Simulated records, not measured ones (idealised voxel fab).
process module | voxel spacer lines
cross-section cut | 175 nm wide | cells 5 nm
A cross-section is a grid of square cells, given in bands from the top down. A band is one or more rows of cells.
Each band's line starts with the height of the band's top and of its bottom, in nm. Then come its materials from left to right, each with its width in nm. One material with "throughout" fills the band from edge to edge. "air" is empty space.
Height 0 is the level under which the wafer as received is all one material. The lowest band goes on downwards, as in "0 down".
A width such as "30 to 40" changes by the same amount from each row of cells to the next, from the band's top row to its bottom row.
"no change" after a step means that no cell of the cross-section changed.
closed voids: empty space of 8 cells or more with no open way to the top, each as width x height at its distance from the left edge, in nm
after a step's settings: what the simulator itself notes on the step
overlay nm, on a step with a mask: how far to the right of its planned place the mask lay; to the left if negative
plan
1 op RECEIVE | material Si
2 op CONFORMAL_DEP | material Al2O3 | thk nm 10
3 op DIRECTIONAL_DEP | material W | thk nm 15
4 op DIRECTIONAL_DEP | material polySi | thk nm 25
5 op PATTERN | tone cover | mask id MANDREL | material resist | width nm 20 | pitch nm 60 | thk nm 30 | overlay nm 0
6 op DIRECTIONAL_ETCH | etch materials polySi | depth nm 25
7 op STRIP | etch materials resist
8 op CONFORMAL_DEP | material SiN | thk nm 10
9 op DIRECTIONAL_ETCH | etch materials SiN | depth nm 10
10 op STRIP | etch materials polySi
11 op DIRECTIONAL_ETCH | etch materials W | depth nm 15
12 op STRIP | etch materials SiN
13 op FILL_DEP | material SiO2 | thk nm 10
14 op CMP | height nm 25
first wafer, as planned
as received, after step 1
  0 down: Si throughout
  closed voids: none
after step 2
  10 to 0: Al2O3 throughout
  below 0: unchanged
after step 3
  25 to 10: W throughout
  below 10: unchanged
after step 4
  50 to 25: polySi throughout
  below 25: unchanged
after step 5
  80 to 50: air 15 | resist 20 | air 40 | resist 20 | air 40 | resist 20 | air 20
  below 50: unchanged
after step 6
  80 to 50: air 15 | resist 20 | air 40 | resist 20 | air 40 | resist 20 | air 20
  50 to 25: air 15 | polySi 20 | air 40 | polySi 20 | air 40 | polySi 20 | air 20
  below 25: unchanged
after step 7
  50 to 25: air 15 | polySi 20 | air 40 | polySi 20 | air 40 | polySi 20 | air 20
  below 25: unchanged
after step 8
  60 to 50: air 5 | SiN 40 | air 20 | SiN 40 | air 20 | SiN 40 | air 10
  50 to 35: air 5 | SiN 10 | polySi 20 | SiN 10 | air 20 | SiN 10 | polySi 20 | SiN 10 | air 20 | SiN 10 | polySi 20 | SiN 10 | air 10
  35 to 25: SiN 15 | polySi 20 | SiN 40 | polySi 20 | SiN 40 | polySi 20 | SiN 20
  below 25: unchanged
after step 9
  50 to 25: air 5 | SiN 10 | polySi 20 | SiN 10 | air 20 | SiN 10 | polySi 20 | SiN 10 | air 20 | SiN 10 | polySi 20 | SiN 10 | air 10
  below 25: unchanged
after step 10
  50 to 25: air 5 | SiN 10 | air 20 | SiN 10 | air 20 | SiN 10 | air 20 | SiN 10 | air 20 | SiN 10 | air 20 | SiN 10 | air 10
  below 25: unchanged
after step 11
  50 to 25: air 5 | SiN 10 | air 20 | SiN 10 | air 20 | SiN 10 | air 20 | SiN 10 | air 20 | SiN 10 | air 20 | SiN 10 | air 10
  25 to 10: air 5 | W 10 | air 20 | W 10 | air 20 | W 10 | air 20 | W 10 | air 20 | W 10 | air 20 | W 10 | air 10
  below 10: unchanged
after step 12
  25 to 10: air 5 | W 10 | air 20 | W 10 | air 20 | W 10 | air 20 | W 10 | air 20 | W 10 | air 20 | W 10 | air 10
  below 10: unchanged
after step 13
  35 to 25: SiO2 throughout
  25 to 10: SiO2 5 | W 10 | SiO2 20 | W 10 | SiO2 20 | W 10 | SiO2 20 | W 10 | SiO2 20 | W 10 | SiO2 20 | W 10 | SiO2 10
  below 10: unchanged
after step 14
  25 to 10: SiO2 5 | W 10 | SiO2 20 | W 10 | SiO2 20 | W 10 | SiO2 20 | W 10 | SiO2 20 | W 10 | SiO2 20 | W 10 | SiO2 10
  below 10: unchanged
second wafer: like start, like plan, one mistake. Through step 4 it matches the first wafer
when step 5 should have ended
  80 to 50: air 20 | resist 15 | air 45 | resist 15 | air 45 | resist 15 | air 20
  below 50: unchanged
when step 6 should have ended
  80 to 50: air 20 | resist 15 | air 45 | resist 15 | air 45 | resist 15 | air 20
  50 to 25: air 20 | polySi 15 | air 45 | polySi 15 | air 45 | polySi 15 | air 20
  below 25: unchanged
when step 7 should have ended
  50 to 25: air 20 | polySi 15 | air 45 | polySi 15 | air 45 | polySi 15 | air 20
  below 25: unchanged
when step 8 should have ended
  60 to 50: air 10 | SiN 35 | air 25 | SiN 35 | air 25 | SiN 35 | air 10
  50 to 35: air 10 | SiN 10 | polySi 15 | SiN 10 | air 25 | SiN 10 | polySi 15 | SiN 10 | air 25 | SiN 10 | polySi 15 | SiN 10 | air 10
  35 to 25: SiN 20 | polySi 15 | SiN 45 | polySi 15 | SiN 45 | polySi 15 | SiN 20
  below 25: unchanged
when step 9 should have ended
  50 to 25: air 10 | SiN 10 | polySi 15 | SiN 10 | air 25 | SiN 10 | polySi 15 | SiN 10 | air 25 | SiN 10 | polySi 15 | SiN 10 | air 10
  below 25: unchanged
when step 10 should have ended
  50 to 25: air 10 | SiN 10 | air 15 | SiN 10 | air 25 | SiN 10 | air 15 | SiN 10 | air 25 | SiN 10 | air 15 | SiN 10 | air 10
  below 25: unchanged
when step 11 should have ended
  50 to 25: air 10 | SiN 10 | air 15 | SiN 10 | air 25 | SiN 10 | air 15 | SiN 10 | air 25 | SiN 10 | air 15 | SiN 10 | air 10
  25 to 10: air 10 | W 10 | air 15 | W 10 | air 25 | W 10 | air 15 | W 10 | air 25 | W 10 | air 15 | W 10 | air 10
  below 10: unchanged
when step 12 should have ended
  25 to 10: air 10 | W 10 | air 15 | W 10 | air 25 | W 10 | air 15 | W 10 | air 25 | W 10 | air 15 | W 10 | air 10
  below 10: unchanged
when step 13 should have ended
  35 to 25: SiO2 throughout
  25 to 10: SiO2 10 | W 10 | SiO2 15 | W 10 | SiO2 25 | W 10 | SiO2 15 | W 10 | SiO2 25 | W 10 | SiO2 15 | W 10 | SiO2 10
  below 10: unchanged
when step 14 should have ended
  25 to 10: SiO2 10 | W 10 | SiO2 15 | W 10 | SiO2 25 | W 10 | SiO2 15 | W 10 | SiO2 25 | W 10 | SiO2 15 | W 10 | SiO2 10
  below 10: unchanged
what went wrong: step 5 ran as: op PATTERN | tone cover | mask id MANDREL | material resist | width nm 15 | pitch nm 60 | thk nm 30 | overlay nm 0
at the end the second wafer has, in cells: as many of each material as the first, in other places
